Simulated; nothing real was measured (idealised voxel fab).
This is a process module. Its name is voxel trench capacitor.
It is cross-section cut that appears here, measuring 255 nm in width, its square cells being 5 nm in size.
If you're reading a cross-section in this doc, picture square cells in a grid; it comes to you as bands, top ones listed first down to the bottom, and a band can be one or more rows of cells. Per band: top height and bottom height in nm, followed by the left-to-right materials and their widths in nm; "throughout" marks a single material spanning edge to edge, "blank" marks empty space. Zero point of the height axis is 0; under it, received wafer = one material. Lowest band: continues down indefinitely, "0 down". Width spec "30->40" -> top row of cells at first value, bottom row at second value, equal per-row change in between. You'll sometimes find "remained unchanged" written for a step, and that's the way of saying that nowhere in the cross-section did a cell change during that step. Sealed void list: empty space of 8 cells or more with no open way to the top, each as width x height at its distance from the left edge, in nm. Where a step's line continues beyond its settings, the continuation is a remark by the simulator itself on that step. overlay nm: for a step with a mask, the amount by which the mask lay right of where it was planned; a negative amount means left of it.
Steps in the process plan
| 1 | RECEIVE: material Si |
| 2 | CONFORMAL_DEP: material SiN, thk nm 10 |
| 3 | DIRECTIONAL_DEP: material aC, thk nm 15 |
| 4 | PATTERN: tone open, mask id TRENCH, material resist, width nm 20, pitch nm 45, thk nm 30, overlay nm 0 |
| 5 | DIRECTIONAL_ETCH: etch materials aC, depth nm 15 |
| 6 | STRIP: etch materials resist |
| 7 | DIRECTIONAL_ETCH: etch materials SiN, depth nm 10 |
| 8 | DIRECTIONAL_ETCH: etch materials Si, depth nm 30 |
| 9 | STRIP: etch materials aC |
| 10 | CONFORMAL_DEP: material SiO2, thk nm 5 |
| 11 | FILL_DEP: material polySi, thk nm 10 |
| 12 | CMP: height nm 10 |
Run as planned: first of two wafers
Cross-section of the wafer at receipt, which is the condition after step 1
  0 down | Si throughout
  Sealed void list: none
Take a look at the wafer's cross-section after step 2
  10 to 0 | SiN throughout
  Below a height of 0, the structure has not been altered.
Take a look at the wafer's cross-section after step 3
  25 to 10 | aC throughout
  Below a height of 10, the structure has not been altered.
Take a look at the wafer's cross-section after step 4
  55 to 25 | 50 resist, 20 blank, 25 resist, 20 blank, 25 resist, 20 blank, 25 resist, 20 blank, 50 resist
  Below a height of 25, the structure has not been altered.
Take a look at the wafer's cross-section after step 5
  40 to 25 | 50 resist, 20 blank, 25 resist, 20 blank, 25 resist, 20 blank, 25 resist, 20 blank, 50 resist
  25 to 10 | 50 aC, 20 blank, 25 aC, 20 blank, 25 aC, 20 blank, 25 aC, 20 blank, 50 aC
  Below a height of 10, the structure has not been altered.
Take a look at the wafer's cross-section after step 6
  25 to 10 | 50 aC, 20 blank, 25 aC, 20 blank, 25 aC, 20 blank, 25 aC, 20 blank, 50 aC
  Below a height of 10, the structure has not been altered.
Take a look at the wafer's cross-section after step 7
  25 to 10 | 50 aC, 20 blank, 25 aC, 20 blank, 25 aC, 20 blank, 25 aC, 20 blank, 50 aC
  10 to 0 | 50 SiN, 20 blank, 25 SiN, 20 blank, 25 SiN, 20 blank, 25 SiN, 20 blank, 50 SiN
  Below a height of 0, the structure has not been altered.
Take a look at the wafer's cross-section after step 8
  25 to 10 | 50 aC, 20 blank, 25 aC, 20 blank, 25 aC, 20 blank, 25 aC, 20 blank, 50 aC
  10 to 0 | 50 SiN, 20 blank, 25 SiN, 20 blank, 25 SiN, 20 blank, 25 SiN, 20 blank, 50 SiN
  0 to -30 | 50 Si, 20 blank, 25 Si, 20 blank, 25 Si, 20 blank, 25 Si, 20 blank, 50 Si
  Below a height of -30, the structure has not been altered.
Take a look at the wafer's cross-section after step 9
  10 to 0 | 50 SiN, 20 blank, 25 SiN, 20 blank, 25 SiN, 20 blank, 25 SiN, 20 blank, 50 SiN
  Below a height of 0, the structure has not been altered.
Take a look at the wafer's cross-section after step 10
  15 to 10 | 55 SiO2, 10 blank, 35 SiO2, 10 blank, 35 SiO2, 10 blank, 35 SiO2, 10 blank, 55 SiO2
  10 to 0 | 50 SiN, 5 SiO2, 10 blank, 5 SiO2, 25 SiN, 5 SiO2, 10 blank, 5 SiO2, 25 SiN, 5 SiO2, 10 blank, 5 SiO2, 25 SiN, 5 SiO2, 10 blank, 5 SiO2, 50 SiN
  0 to -25 | 50 Si, 5 SiO2, 10 blank, 5 SiO2, 25 Si, 5 SiO2, 10 blank, 5 SiO2, 25 Si, 5 SiO2, 10 blank, 5 SiO2, 25 Si, 5 SiO2, 10 blank, 5 SiO2, 50 Si
  -25 to -30 | 50 Si, 20 SiO2, 25 Si, 20 SiO2, 25 Si, 20 SiO2, 25 Si, 20 SiO2, 50 Si
  Below a height of -30, the structure has not been altered.
Take a look at the wafer's cross-section after step 11
  25 to 15 | polySi throughout
  15 to 10 | 55 SiO2, 10 polySi, 35 SiO2, 10 polySi, 35 SiO2, 10 polySi, 35 SiO2, 10 polySi, 55 SiO2
  10 to 0 | 50 SiN, 5 SiO2, 10 polySi, 5 SiO2, 25 SiN, 5 SiO2, 10 polySi, 5 SiO2, 25 SiN, 5 SiO2, 10 polySi, 5 SiO2, 25 SiN, 5 SiO2, 10 polySi, 5 SiO2, 50 SiN
  0 to -25 | 50 Si, 5 SiO2, 10 polySi, 5 SiO2, 25 Si, 5 SiO2, 10 polySi, 5 SiO2, 25 Si, 5 SiO2, 10 polySi, 5 SiO2, 25 Si, 5 SiO2, 10 polySi, 5 SiO2, 50 Si
  Below a height of -25, the structure has not been altered.
Take a look at the wafer's cross-section after step 12
  10 to 0 | 50 SiN, 5 SiO2, 10 polySi, 5 SiO2, 25 SiN, 5 SiO2, 10 polySi, 5 SiO2, 25 SiN, 5 SiO2, 10 polySi, 5 SiO2, 25 SiN, 5 SiO2, 10 polySi, 5 SiO2, 50 SiN
  Below a height of 0, the structure has not been altered.
Wafer two of two - same starting point, same process plan, one mistake in execution; matches wafer one up to and including step 3
Planned end of step 4: second wafer, cross-section
  55 to 25 | 45 resist, 20 blank, 25 resist, 20 blank, 25 resist, 20 blank, 25 resist, 20 blank, 55 resist
  Below a height of 25, the structure has not been altered.
Planned end of step 5: second wafer, cross-section
  40 to 25 | 45 resist, 20 blank, 25 resist, 20 blank, 25 resist, 20 blank, 25 resist, 20 blank, 55 resist
  25 to 10 | 45 aC, 20 blank, 25 aC, 20 blank, 25 aC, 20 blank, 25 aC, 20 blank, 55 aC
  Below a height of 10, the structure has not been altered.
Planned end of step 6: second wafer, cross-section
  25 to 10 | 45 aC, 20 blank, 25 aC, 20 blank, 25 aC, 20 blank, 25 aC, 20 blank, 55 aC
  Below a height of 10, the structure has not been altered.
Planned end of step 7: second wafer, cross-section
  25 to 10 | 45 aC, 20 blank, 25 aC, 20 blank, 25 aC, 20 blank, 25 aC, 20 blank, 55 aC
  10 to 0 | 45 SiN, 20 blank, 25 SiN, 20 blank, 25 SiN, 20 blank, 25 SiN, 20 blank, 55 SiN
  Below a height of 0, the structure has not been altered.
Planned end of step 8: second wafer, cross-section
  25 to 10 | 45 aC, 20 blank, 25 aC, 20 blank, 25 aC, 20 blank, 25 aC, 20 blank, 55 aC
  10 to 0 | 45 SiN, 20 blank, 25 SiN, 20 blank, 25 SiN, 20 blank, 25 SiN, 20 blank, 55 SiN
  0 to -30 | 45 Si, 20 blank, 25 Si, 20 blank, 25 Si, 20 blank, 25 Si, 20 blank, 55 Si
  Below a height of -30, the structure has not been altered.
Planned end of step 9: second wafer, cross-section
  10 to 0 | 45 SiN, 20 blank, 25 SiN, 20 blank, 25 SiN, 20 blank, 25 SiN, 20 blank, 55 SiN
  Below a height of 0, the structure has not been altered.
Planned end of step 10: second wafer, cross-section
  15 to 10 | 50 SiO2, 10 blank, 35 SiO2, 10 blank, 35 SiO2, 10 blank, 35 SiO2, 10 blank, 60 SiO2
  10 to 0 | 45 SiN, 5 SiO2, 10 blank, 5 SiO2, 25 SiN, 5 SiO2, 10 blank, 5 SiO2, 25 SiN, 5 SiO2, 10 blank, 5 SiO2, 25 SiN, 5 SiO2, 10 blank, 5 SiO2, 55 SiN
  0 to -25 | 45 Si, 5 SiO2, 10 blank, 5 SiO2, 25 Si, 5 SiO2, 10 blank, 5 SiO2, 25 Si, 5 SiO2, 10 blank, 5 SiO2, 25 Si, 5 SiO2, 10 blank, 5 SiO2, 55 Si
  -25 to -30 | 45 Si, 20 SiO2, 25 Si, 20 SiO2, 25 Si, 20 SiO2, 25 Si, 20 SiO2, 55 Si
  Below a height of -30, the structure has not been altered.
Planned end of step 11: second wafer, cross-section
  25 to 15 | polySi throughout
  15 to 10 | 50 SiO2, 10 polySi, 35 SiO2, 10 polySi, 35 SiO2, 10 polySi, 35 SiO2, 10 polySi, 60 SiO2
  10 to 0 | 45 SiN, 5 SiO2, 10 polySi, 5 SiO2, 25 SiN, 5 SiO2, 10 polySi, 5 SiO2, 25 SiN, 5 SiO2, 10 polySi, 5 SiO2, 25 SiN, 5 SiO2, 10 polySi, 5 SiO2, 55 SiN
  0 to -25 | 45 Si, 5 SiO2, 10 polySi, 5 SiO2, 25 Si, 5 SiO2, 10 polySi, 5 SiO2, 25 Si, 5 SiO2, 10 polySi, 5 SiO2, 25 Si, 5 SiO2, 10 polySi, 5 SiO2, 55 Si
  Below a height of -25, the structure has not been altered.
Planned end of step 12: second wafer, cross-section
  10 to 0 | 45 SiN, 5 SiO2, 10 polySi, 5 SiO2, 25 SiN, 5 SiO2, 10 polySi, 5 SiO2, 25 SiN, 5 SiO2, 10 polySi, 5 SiO2, 25 SiN, 5 SiO2, 10 polySi, 5 SiO2, 55 SiN
  Below a height of 0, the structure has not been altered.
Misprocessing identified: for step 4, the planned setting was not used; the step was instead run as PATTERN: tone open, mask id TRENCH, material resist, width nm 20, pitch nm 45, thk nm 30, overlay nm -5
By the end, you'd get the same cell count for each material on either wafer, but the second wafer puts them somewhere else.
